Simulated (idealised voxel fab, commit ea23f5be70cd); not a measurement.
process module | voxel quadruple lines
The figure presents cross-section cut, which has a width of 265 nm and is divided into square cells with an edge length of 5 nm.
Format of a cross-section: grid, square cells. Given as bands. Order: top down. Band: one or more rows of cells. Per band: top height and bottom height in nm, followed by the left-to-right materials and their widths in nm; "edge to edge" marks a single material spanning edge to edge, "empty" marks empty space. Heights are measured from 0, the level below which the as-received wafer is all one material; the lowest band has no bottom and continues downward, written as in "from 0 down". The width entry "30..40" should be interpreted row by row: the top row of cells in the band takes the first number, the bottom row takes the second number, and the change between adjacent rows is uniform throughout. For the purposes of this document, the phrase "changes: none" attached to a step denotes that no cell within the cross-section was modified by that step. "Voids, fully enclosed" contains a list of empty spaces, each no smaller than 8 cells and without an open way to the top, written in the form width x height at distance with the distance from the left edge and all three in nm. Text after the settings on a step's line: the simulator's own remark on that step. The optional step-line setting "overlay nm" applies to steps with a mask and quantifies how far to the right of its planned location the mask lay, a negative value indicating leftward placement.

PROCESS STEPS - PLAN
| 1 | RECEIVE | material Si |
| 2 | CONFORMAL_DEP | material SiO2 | thk nm 10 |
| 3 | DIRECTIONAL_DEP | material Ru | thk nm 15 |
| 4 | DIRECTIONAL_DEP | material polySi | thk nm 20 |
| 5 | DIRECTIONAL_DEP | material aC | thk nm 25 |
| 6 | PATTERN | tone cover | mask id MANDREL | material resist | width nm 25 | thk nm 35 | overlay nm 0 |
| 7 | DIRECTIONAL_ETCH | etch materials aC | depth nm 25 |
| 8 | STRIP | etch materials resist |
| 9 | CONFORMAL_DEP | material SiO2 | thk nm 15 |
| 10 | DIRECTIONAL_ETCH | etch materials SiO2 | depth nm 15 |
| 11 | STRIP | etch materials aC |
| 12 | DIRECTIONAL_ETCH | etch materials polySi | depth nm 20 |
| 13 | STRIP | etch materials SiO2 |
| 14 | CONFORMAL_DEP | material SiN | thk nm 5 |
| 15 | DIRECTIONAL_ETCH | etch materials SiN | depth nm 5 |
| 16 | STRIP | etch materials polySi |
| 17 | DIRECTIONAL_ETCH | etch materials Ru | depth nm 15 |
| 18 | STRIP | etch materials SiN |

SO THIS IS THE INCOMING WAFER IN CROSS-SECTION - IT'S ALREADY BEEN THROUGH STEP 1
> from 0 down | Si edge to edge
> Voids, fully enclosed: none

HERE'S THE WAFER CUT IN CROSS-SECTION AFTER THE MODULE, STARTED AND PLANNED JUST LIKE ABOVE, EXCEPT ONE THING WAS DONE WRONG IN THE RUN
> from 15 to 10 | empty 100 nm, then Ru 5 nm, then empty 15 nm, then Ru 5 nm, then empty 15 nm, then Ru 5 nm, then empty 15 nm, then Ru 5 nm, then empty 100 nm
> from 10 to 0 | SiO2 edge to edge
> from 0 down | Si edge to edge
> Voids, fully enclosed: none
Which mistake was made when the wafer was run? for step 3, the planned setting was not used; the step was instead run as DIRECTIONAL_DEP | material Ru | thk nm 5
